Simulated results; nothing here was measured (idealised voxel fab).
Process module in this document: voxel ribs on slabs
Pictured: cross-section cut, 160 nm wide, on a grid of 5 nm square cells.
Cross-sections here: square-cell grids, written as top-down lists of bands, a band being one or more rows of cells. Top height, bottom height, nm. Materials left to right, width each, nm. Single material + "throughout" = fills band edge to edge. "empty" = empty. Where do heights start? At 0: under that level the wafer as delivered is made of one material only. And the lowest band has no floor; it just carries on downward, as in "from 0 down". A two-number width, for instance "30->40", indicates that the width is equal to the first number in the top row of the band and to the second number in the bottom row, and that it changes by a constant amount per row of cells. "no modifications", as given for a step, is the statement that not any cell of the cross-section underwent a change during that step. Under "Encapsulated voids" you'll find the enclosed gaps, the ones with no way out to the top, that are 8 cells or bigger; each reads width x height at distance, with distance counted from the left edge, everything in nm. The remark found on a step's line after its settings is issued by the simulator itself and pertains to that step. The optional step-line setting "overlay nm" applies to steps with a mask and quantifies how far to the right of its planned location the mask lay, a negative value indicating leftward placement.
List of planned process steps:
1: RECEIVE [material Si]
2: DIRECTIONAL_DEP [material SiO2] [thk nm 20]
3: DIRECTIONAL_DEP [material polySi] [thk nm 15]
4: PATTERN [tone cover] [mask id RIB] [material resist] [width nm 20] [thk nm 15] [overlay nm 0]
5: DIRECTIONAL_ETCH [etch materials polySi] [depth nm 5]
6: STRIP [etch materials resist]
7: PATTERN [tone cover] [mask id SLAB] [material resist] [width nm 60] [thk nm 20] [overlay nm 0]
8: DIRECTIONAL_ETCH [etch materials polySi] [depth nm 10]
9: STRIP [etch materials resist]
10: FILL_DEP [material SiO2] [thk nm 25]
11: CMP [height nm 50]
12: DIRECTIONAL_DEP [material TiN] [thk nm 5]
13: PATTERN [tone cover] [mask id HEATER] [material resist] [width nm 30] [thk nm 15] [overlay nm 0]
14: DIRECTIONAL_ETCH [etch materials TiN] [depth nm 5]
15: STRIP [etch materials resist]
16: CONFORMAL_DEP [material SiO2] [thk nm 10]
First of the two wafers, run per plan:
Incoming wafer in cross-section (state: after step 1):
- from 0 down | Si throughout
- Encapsulated voids: none
After step 2: wafer cross-section:
- from 20 to 0 | SiO2 throughout
- Beneath the level 0, the cross-section is identical to its previous state.
After step 3: wafer cross-section:
- from 35 to 20 | polySi throughout
- Beneath the level 20, the cross-section is identical to its previous state.
After step 4: wafer cross-section:
- from 50 to 35 | 70 of empty, then 20 of resist, then 70 of empty
- Beneath the level 35, the cross-section is identical to its previous state.
After step 5: wafer cross-section:
- from 50 to 35 | 70 of empty, then 20 of resist, then 70 of empty
- from 35 to 30 | 70 of empty, then 20 of polySi, then 70 of empty
- Beneath the level 30, the cross-section is identical to its previous state.
After step 6: wafer cross-section:
- from 35 to 30 | 70 of empty, then 20 of polySi, then 70 of empty
- Beneath the level 30, the cross-section is identical to its previous state.
After step 7: wafer cross-section:
- from 55 to 35 | 50 of empty, then 60 of resist, then 50 of empty
- from 35 to 30 | 50 of empty, then 20 of resist, then 20 of polySi, then 20 of resist, then 50 of empty
- Beneath the level 30, the cross-section is identical to its previous state.
After step 8: wafer cross-section:
- from 55 to 35 | 50 of empty, then 60 of resist, then 50 of empty
- from 35 to 30 | 50 of empty, then 20 of resist, then 20 of polySi, then 20 of resist, then 50 of empty
- from 30 to 20 | 50 of empty, then 60 of polySi, then 50 of empty
- Beneath the level 20, the cross-section is identical to its previous state.
After step 9: wafer cross-section:
- from 35 to 30 | 70 of empty, then 20 of polySi, then 70 of empty
- Beneath the level 30, the cross-section is identical to its previous state.
After step 10: wafer cross-section:
- from 60 to 35 | SiO2 throughout
- from 35 to 30 | 70 of SiO2, then 20 of polySi, then 70 of SiO2
- from 30 to 20 | 50 of SiO2, then 60 of polySi, then 50 of SiO2
- Beneath the level 20, the cross-section is identical to its previous state.
After step 11: wafer cross-section:
- from 50 to 35 | SiO2 throughout
- Beneath the level 35, the cross-section is identical to its previous state.
After step 12: wafer cross-section:
- from 55 to 50 | TiN throughout
- Beneath the level 50, the cross-section is identical to its previous state.
After step 13: wafer cross-section:
- from 70 to 55 | 65 of empty, then 30 of resist, then 65 of empty
- Beneath the level 55, the cross-section is identical to its previous state.
After step 14: wafer cross-section:
- from 70 to 55 | 65 of empty, then 30 of resist, then 65 of empty
- from 55 to 50 | 65 of empty, then 30 of TiN, then 65 of empty
- Beneath the level 50, the cross-section is identical to its previous state.
After step 15: wafer cross-section:
- from 55 to 50 | 65 of empty, then 30 of TiN, then 65 of empty
- Beneath the level 50, the cross-section is identical to its previous state.
After step 16: wafer cross-section:
- from 65 to 60 | 55 of empty, then 50 of SiO2, then 55 of empty
- from 60 to 55 | SiO2 throughout
- from 55 to 50 | 65 of SiO2, then 30 of TiN, then 65 of SiO2
- Beneath the level 50, the cross-section is identical to its previous state.
Wafer two: like wafer one in start and plan, but with one mistake in execution; identical up to and including step 1:
Second wafer: cross-section at the scheduled end of step 2:
- from 15 to 0 | polySi throughout
- Beneath the level 0, the cross-section is identical to its previous state.
Second wafer: cross-section at the scheduled end of step 3:
- from 35 to 15 | SiO2 throughout
- Beneath the level 15, the cross-section is identical to its previous state.
Second wafer: cross-section at the scheduled end of step 4:
- from 50 to 35 | 70 of empty, then 20 of resist, then 70 of empty
- Beneath the level 35, the cross-section is identical to its previous state.
Second wafer: cross-section at the scheduled end of step 5: no modifications
Second wafer: cross-section at the scheduled end of step 6:
- from 35 to 15 | SiO2 throughout
- Beneath the level 15, the cross-section is identical to its previous state.
Second wafer: cross-section at the scheduled end of step 7:
- from 55 to 35 | 50 of empty, then 60 of resist, then 50 of empty
- Beneath the level 35, the cross-section is identical to its previous state.
Second wafer: cross-section at the scheduled end of step 8: no modifications
Second wafer: cross-section at the scheduled end of step 9:
- from 35 to 15 | SiO2 throughout
- Beneath the level 15, the cross-section is identical to its previous state.
Second wafer: cross-section at the scheduled end of step 10:
- from 60 to 15 | SiO2 throughout
- Beneath the level 15, the cross-section is identical to its previous state.
Second wafer: cross-section at the scheduled end of step 11:
- from 50 to 15 | SiO2 throughout
- Beneath the level 15, the cross-section is identical to its previous state.
Second wafer: cross-section at the scheduled end of step 12:
- from 55 to 50 | TiN throughout
- Beneath the level 50, the cross-section is identical to its previous state.
Second wafer: cross-section at the scheduled end of step 13:
- from 70 to 55 | 65 of empty, then 30 of resist, then 65 of empty
- Beneath the level 55, the cross-section is identical to its previous state.
Second wafer: cross-section at the scheduled end of step 14:
- from 70 to 55 | 65 of empty, then 30 of resist, then 65 of empty
- from 55 to 50 | 65 of empty, then 30 of TiN, then 65 of empty
- Beneath the level 50, the cross-section is identical to its previous state.
Second wafer: cross-section at the scheduled end of step 15:
- from 55 to 50 | 65 of empty, then 30 of TiN, then 65 of empty
- Beneath the level 50, the cross-section is identical to its previous state.
Second wafer: cross-section at the scheduled end of step 16:
- from 65 to 60 | 55 of empty, then 50 of SiO2, then 55 of empty
- from 60 to 55 | SiO2 throughout
- from 55 to 50 | 65 of SiO2, then 30 of TiN, then 65 of SiO2
- Beneath the level 50, the cross-section is identical to its previous state.
Diagnosis: steps 2 and 3 were swapped
In the final state, the cell counts of the second wafer exceed or fall short of those of the first for the following materials: -68 SiO2; +68 polySi
